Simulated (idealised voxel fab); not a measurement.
Herein follows the process module entitled voxel ribs on slabs.
The cross-section on display is named cut; it measures 145 nm wide, and its cells are 5 nm squares.
Square cells in a grid make up a cross-section in this document, and the grid is given as bands, listed from the top down, each one or more rows of cells.
The band entry comprises the height of the band's top followed by the height of its bottom, expressed in nm, and subsequently the band's materials from left to right, each stated together with its width in nm. Where a single material is marked with the word "throughout", that material fills the band from edge to edge. The word "air" represents empty space.
Heights are reckoned from 0. Under this level, the received wafer is all of one material. The bottommost band is open-ended downward, for example "top 0, no bottom".
The expression "30 to 40" gives the width at the extremes of the band, the first number at its top row of cells and the second at its bottom row, with the width changing by equal amounts from each row to the next in between.
Take "changes: none" at face value: in the step it is given for, the cross-section changed in none of its cells.
Voids not open to the top, 8 cells minimum: see "Trapped voids". Written width x height at distance; distance is from the left edge; nm.
Past the settings on a step's line: simulator remark, on that step.
"overlay nm" answers the question of how far to the right of plan the mask lay on a step that has a mask, and when it is negative the answer is to the left.

**Intended process steps**
step 1: RECEIVE | material Si
step 2: DIRECTIONAL_DEP | material SiO2 | thk nm 30
step 3: DIRECTIONAL_DEP | material polySi | thk nm 15
step 4: MASKED_ETCH | tone cover | mask id RIB | width nm 25 | etch materials polySi | depth nm 5 | overlay nm 0
step 5: PATTERN | tone cover | mask id SLAB | material resist | width nm 65 | thk nm 20 | overlay nm 0
step 6: DIRECTIONAL_ETCH | etch materials polySi | depth nm 10
step 7: STRIP | etch materials resist
step 8: FILL_DEP | material SiO2 | thk nm 30
step 9: CMP | height nm 65
step 10: DIRECTIONAL_DEP | material TiN | thk nm 10
step 11: PATTERN | tone cover | mask id HEATER | material resist | width nm 35 | thk nm 15 | overlay nm 0
step 12: DIRECTIONAL_ETCH | etch materials TiN | depth nm 10
step 13: STRIP | etch materials resist
step 14: CONFORMAL_DEP | material SiO2 | thk nm 5

**Here's what the wafer looked like in cross-section when it arrived - that's after step 1**
	top 0, no bottom | Si throughout
	Trapped voids: none

**Cross-section taken at module completion on the first of two wafers; processed per the plan**
	top 80, bottom 75 | air=50, then SiO2=45, then air=50
	top 75, bottom 70 | air=50, then SiO2=5, then TiN=35, then SiO2=5, then air=50
	top 70, bottom 65 | SiO2=55, then TiN=35, then SiO2=55
	top 65, bottom 45 | SiO2 throughout
	top 45, bottom 40 | SiO2=60, then polySi=25, then SiO2=60
	top 40, bottom 30 | SiO2=40, then polySi=65, then SiO2=40
	top 30, bottom 0 | SiO2 throughout
	top 0, no bottom | Si throughout
	Trapped voids: none

**Module end: cross-section of wafer two of two. Same start and process plan as the first wafer. One mistake during execution**
	top 80, bottom 75 | air=50, then SiO2=45, then air=50
	top 75, bottom 70 | air=50, then SiO2=5, then TiN=35, then SiO2=5, then air=50
	top 70, bottom 65 | SiO2=55, then TiN=35, then SiO2=55
	top 65, bottom 40 | SiO2 throughout
	top 40, bottom 35 | polySi=40, then SiO2=65, then polySi=40
	top 35, bottom 30 | polySi=40, then SiO2=20, then polySi=25, then SiO2=20, then polySi=40
	top 30, bottom 0 | SiO2 throughout
	top 0, no bottom | Si throughout
	Trapped voids: none
Here's what went sideways: step 5 did not happen as planned, as run it was PATTERN | tone open | mask id SLAB | material resist | width nm 65 | thk nm 20 | overlay nm 0
End check, counted in cells, second wafer has more or fewer of these materials than the first: SiO2 -6, polySi +6
